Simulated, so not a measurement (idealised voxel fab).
process module | voxel trench capacitor
The cross-section on display is named cut; it measures 260 nm wide, and its cells are 5 nm squares.
How to read a cross-section here: the picture is a grid of square cells, written as bands going from the top down, and any band can span one or more rows of cells. This entry defines a band. It first specifies the height of the band's top and the height of its bottom in nm, and then specifies the band's materials from left to right, stating each material with its width in nm. The word "throughout" identifies a single material that fills the band from edge to edge, while the word "air" identifies empty space. Counting heights begins at 0, where everything beneath is, in the wafer as received, one material. The lowest band has no bottom; it goes on downwards, as "top 0, no bottom" shows. Graded width ("30->40"): value in top row of band = first number; value in bottom row = second number; row-to-row change constant. Reading "no alteration" for a step: not a cell of the cross-section changed in it. Entry "Closed internal cavities" = empty spaces >= 8 cells with no open way to the top; each as width x height at distance, distance from left edge, all nm. It should be noted that, on the line of a given step, the content following the step's settings is a remark produced by the simulator itself with respect to that step. Each step line may optionally specify "overlay nm", which for a step with a mask gives the rightward distance between the mask's planned place and where it lay, a negative value indicating the leftward direction.
The planned process steps are enumerated hereunder:
1,RECEIVE,material Si
2,CONFORMAL_DEP,material SiN,thk nm 5
3,DIRECTIONAL_DEP,material aC,thk nm 10
4,PATTERN,tone open,mask id TRENCH,material resist,width nm 15,pitch nm 40,thk nm 30,overlay nm 0
5,DIRECTIONAL_ETCH,etch materials aC,depth nm 10
6,STRIP,etch materials resist
7,DIRECTIONAL_ETCH,etch materials SiN,depth nm 5
8,DIRECTIONAL_ETCH,etch materials Si,depth nm 30
9,STRIP,etch materials aC
10,CONFORMAL_DEP,material Al2O3,thk nm 5
11,FILL_DEP,material polySi,thk nm 10
12,CMP,height nm 5
What sets these wafers apart? The width nm at step 4. They all start alike, and the plan carries the first wafer's value.
Cross-section of the first of several received wafers, showing its state after step 1:
top 0, no bottom | Si throughout
Closed internal cavities: none
Module end state after final step 12: cross-section of the first of several wafers:
top 5, bottom 0 | 105 of SiN, 5 of Al2O3, 5 of polySi, 5 of Al2O3, 25 of SiN, 5 of Al2O3, 5 of polySi, 5 of Al2O3, 100 of SiN
top 0, bottom -25 | 105 of Si, 5 of Al2O3, 5 of polySi, 5 of Al2O3, 25 of Si, 5 of Al2O3, 5 of polySi, 5 of Al2O3, 100 of Si
top -25, bottom -30 | 105 of Si, 15 of Al2O3, 25 of Si, 15 of Al2O3, 100 of Si
top -30, no bottom | Si throughout
Closed internal cavities: none
Cross-section of the final wafer among several, taken at the end of the module:
top 5, bottom 0 | 100 of SiN, 5 of Al2O3, 15 of polySi, 5 of Al2O3, 15 of SiN, 5 of Al2O3, 15 of polySi, 5 of Al2O3, 95 of SiN
top 0, bottom -25 | 100 of Si, 5 of Al2O3, 15 of polySi, 5 of Al2O3, 15 of Si, 5 of Al2O3, 15 of polySi, 5 of Al2O3, 95 of Si
top -25, bottom -30 | 100 of Si, 25 of Al2O3, 15 of Si, 25 of Al2O3, 95 of Si
top -30, no bottom | Si throughout
Closed internal cavities: none
Heads up, this table goes wafer by wafer. A row tells you, at the end of the module, how many cells of each material that wafer has put on (+) or dropped (-) since it was received, and then its closed voids:
width nm 15 | +30 Al2O3 | -36 Si | +46 SiN | +12 polySi | Closed internal cavities: none
width nm 20 | +32 Al2O3 | -48 Si | +44 SiN | +24 polySi | Closed internal cavities: none
width nm 25 | +34 Al2O3 | -60 Si | +42 SiN | +36 polySi | Closed internal cavities: none
